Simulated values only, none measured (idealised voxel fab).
process module | voxel transistor to metal
cross-section cut | 180 nm wide | cells 5 nm
A cross-section is a grid of square cells, given in bands from the top down. A band is one or more rows of cells.
Each band's line starts with the height of the band's top and of its bottom, in nm. Then come its materials from left to right, each with its width in nm. One material with "throughout" fills the band from edge to edge. "air" is empty space.
Height 0 is the level under which the wafer as received is all one material. The lowest band goes on downwards, as in "0 down".
A width such as "30 to 40" changes by the same amount from each row of cells to the next, from the band's top row to its bottom row.
"no change" after a step means that no cell of the cross-section changed.
closed voids: empty space of 8 cells or more with no open way to the top, each as width x height at its distance from the left edge, in nm
after a step's settings: what the simulator itself notes on the step
overlay nm, on a step with a mask: how far to the right of its planned place the mask lay; to the left if negative
plan
1 op RECEIVE | material Si
2 op OXIDIZE | depth nm 5
3 op CONFORMAL_DEP | material SiN | thk nm 15
4 op DIRECTIONAL_DEP | material aC | thk nm 10
5 op PATTERN | tone cover | mask id ACTIVE | material resist | width nm 100 | thk nm 25 | overlay nm 0
6 op DIRECTIONAL_ETCH | etch materials aC | depth nm 10
7 op STRIP | etch materials resist
8 op DIRECTIONAL_ETCH | etch materials SiN | depth nm 15
9 op DIRECTIONAL_ETCH | etch materials SiO2 | depth nm 5
10 op DIRECTIONAL_ETCH | etch materials Si | depth nm 30
11 op STRIP | etch materials aC
12 op FILL_DEP | material SiO2 | thk nm 5
13 op CMP | height nm 15
14 op SELECTIVE_ETCH | etch materials SiO2 | depth nm 15
15 op STRIP | etch materials SiN
16 op SELECTIVE_ETCH | etch materials SiO2 | depth nm 5
17 op OXIDIZE | depth nm 5
18 op DIRECTIONAL_DEP | material polySi | thk nm 30
19 op DIRECTIONAL_DEP | material SiCN | thk nm 15
20 op PATTERN | tone cover | mask id GATE | material resist | width nm 20 | thk nm 20 | overlay nm 0
21 op DIRECTIONAL_ETCH | etch materials SiCN | depth nm 25
22 op DIRECTIONAL_ETCH | etch materials polySi | depth nm 40
23 op STRIP | etch materials resist
24 op CONFORMAL_DEP | material SiO2 | thk nm 5
25 op DIRECTIONAL_ETCH | etch materials SiO2 | depth nm 5
26 op CONFORMAL_DEP | material SiN | thk nm 10
27 op DIRECTIONAL_ETCH | etch materials SiN | depth nm 10
28 op DIRECTIONAL_ETCH | etch materials SiO2 | depth nm 5
29 op EPI | material SiGe | thk nm 5
30 op FILL_DEP | material SiO2 | thk nm 10
31 op CMP | height nm 40
32 op DIRECTIONAL_DEP | material SiO2 | thk nm 15
33 op MASKED_ETCH | tone open | mask id CONTACT | width nm 30 | pitch nm 60 | etch materials SiO2 | depth nm 60 | overlay nm 0
34 op CONFORMAL_DEP | material TiN | thk nm 5
35 op FILL_DEP | material W | thk nm 10
36 op CMP | height nm 55
37 op CONFORMAL_DEP | material SiCN | thk nm 5
38 op DIRECTIONAL_DEP | material lowk | thk nm 20
39 op MASKED_ETCH | tone open | mask id METAL_1 | width nm 15 | pitch nm 75 | etch materials lowk | depth nm 20 | overlay nm 0
40 op MASKED_ETCH | tone open | mask id METAL_1 | width nm 15 | pitch nm 75 | etch materials SiCN | depth nm 5 | overlay nm 0
41 op CONFORMAL_DEP | material TiN | thk nm 5
42 op FILL_DEP | material Cu | thk nm 5
43 op CMP | height nm 80
44 op EPI | material Ru | thk nm 5
45 op FILL_DEP | material SiCN | thk nm 5
46 op DIRECTIONAL_DEP | material lowk | thk nm 30
47 op MASKED_ETCH | tone open | mask id METAL_2 | width nm 15 | pitch nm 75 | etch materials lowk | depth nm 15 | overlay nm 0
48 op PATTERN | tone open | mask id METAL_2_HOLES | material resist | width nm 15 | pitch nm 75 | thk nm 20 | overlay nm 0
49 op DIRECTIONAL_ETCH | etch materials lowk | depth nm 15
50 op DIRECTIONAL_ETCH | etch materials SiCN | depth nm 5
51 op STRIP | etch materials resist
52 op CONFORMAL_DEP | material TiN | thk nm 5
53 op FILL_DEP | material Cu | thk nm 10
54 op CMP | height nm 120
55 op CONFORMAL_DEP | material SiCN | thk nm 5
varied across the wafers: width nm of step 47. The plan shows the first wafer's value. All wafers start alike
first wafer as received, after step 1
  0 down: Si throughout
  closed voids: none
each wafer at the end: cells of each material gained (+) or lost (-) since it was received, then its closed voids
width nm 15 | +20 Cu | +10 Ru | -152 Si | +134 SiCN | +12 SiGe | +36 SiN | +356 SiO2 | +108 TiN | +52 W | +300 lowk | +24 polySi | closed voids: none
width nm 20 | +24 Cu | +10 Ru | -152 Si | +134 SiCN | +12 SiGe | +36 SiN | +356 SiO2 | +110 TiN | +52 W | +294 lowk | +24 polySi | closed voids: none
width nm 25 | +28 Cu | +10 Ru | -152 Si | +134 SiCN | +12 SiGe | +36 SiN | +356 SiO2 | +112 TiN | +52 W | +288 lowk | +24 polySi | closed voids: none
width nm 30 | +32 Cu | +10 Ru | -152 Si | +134 SiCN | +12 SiGe | +36 SiN | +356 SiO2 | +114 TiN | +52 W | +282 lowk | +24 polySi | closed voids: none
